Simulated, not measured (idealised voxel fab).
Title: Process Module voxel ribs on slabs
The cross-section shown here is cut; it is 295 nm wide and divided into square cells measuring 5 nm on a side.
If you're reading a cross-section in this doc, picture square cells in a grid; it comes to you as bands, top ones listed first down to the bottom, and a band can be one or more rows of cells.
Top, bottom (nm), then materials left to right with widths (nm); lone material tagged "everywhere" fills the whole band edge to edge; "air" = empty space.
We count height from 0. Below that, the starting wafer is all one material. The lowest band never ends at the bottom but goes on down; see "0 -> down" for how that is written.
Think of "30->40" as a width that walks from the first number to the second as you go down the band, top row to bottom row, taking equal-sized steps from row to row.
It should be understood that the words "no modification", when stated for a given step, signify that the cross-section underwent no change in any of its cells during that step.
"Closed empty spaces" enumerates empty spaces isolated from the top, with no open way to it, that contain at least 8 cells, giving each as width x height at distance from the left edge, all three in nm.
Formally, on a step line, whatever follows the settings is a remark that the simulator itself makes on the step.
overlay nm: for a step with a mask, the amount by which the mask lay right of where it was planned; a negative amount means left of it.

[Intended process steps]
1: RECEIVE (material Si)
2: DIRECTIONAL_DEP (material SiO2; thk nm 20)
3: DIRECTIONAL_DEP (material polySi; thk nm 25)
4: DIRECTIONAL_DEP (material aC; thk nm 10)
5: PATTERN (tone cover; mask id RIB; material resist; width nm 15; thk nm 30; overlay nm 0)
6: DIRECTIONAL_ETCH (etch materials aC; depth nm 10)
7: STRIP (etch materials resist)
8: DIRECTIONAL_ETCH (etch materials polySi; depth nm 15)
9: STRIP (etch materials aC)
10: DIRECTIONAL_DEP (material aC; thk nm 15)
11: PATTERN (tone cover; mask id SLAB; material resist; width nm 55; thk nm 35; overlay nm 0)
12: DIRECTIONAL_ETCH (etch materials aC; depth nm 15)
13: STRIP (etch materials resist)
14: DIRECTIONAL_ETCH (etch materials polySi; depth nm 10)
15: STRIP (etch materials aC)
16: FILL_DEP (material SiO2; thk nm 15)
17: CMP (height nm 55)
18: DIRECTIONAL_DEP (material TiN; thk nm 10)
19: PATTERN (tone cover; mask id HEATER; material resist; width nm 15; thk nm 20; overlay nm 0)
20: DIRECTIONAL_ETCH (etch materials TiN; depth nm 10)
21: STRIP (etch materials resist)
22: CONFORMAL_DEP (material SiO2; thk nm 5)
It is noted that the wafers described herein are identical at the outset and are distinguished by the width nm of step 19; the value stated in the plan corresponds to the first wafer.

[This is how the first of several wafers looked in cross-section when it arrived, which is after step 1]
* 0 -> down: Si everywhere
* Closed empty spaces: none

[Each row below is a wafer at the end of the module, listing for every material the number of cells it has gained (+) or lost (-) since it was received, followed by its closed voids]
width nm 15 | +681 SiO2 | +6 TiN | +31 polySi | Closed empty spaces: none
width nm 20 | +681 SiO2 | +8 TiN | +31 polySi | Closed empty spaces: none
width nm 25 | +681 SiO2 | +10 TiN | +31 polySi | Closed empty spaces: none
width nm 30 | +681 SiO2 | +12 TiN | +31 polySi | Closed empty spaces: none
width nm 35 | +681 SiO2 | +14 TiN | +31 polySi | Closed empty spaces: none
width nm 40 | +681 SiO2 | +16 TiN | +31 polySi | Closed empty spaces: none
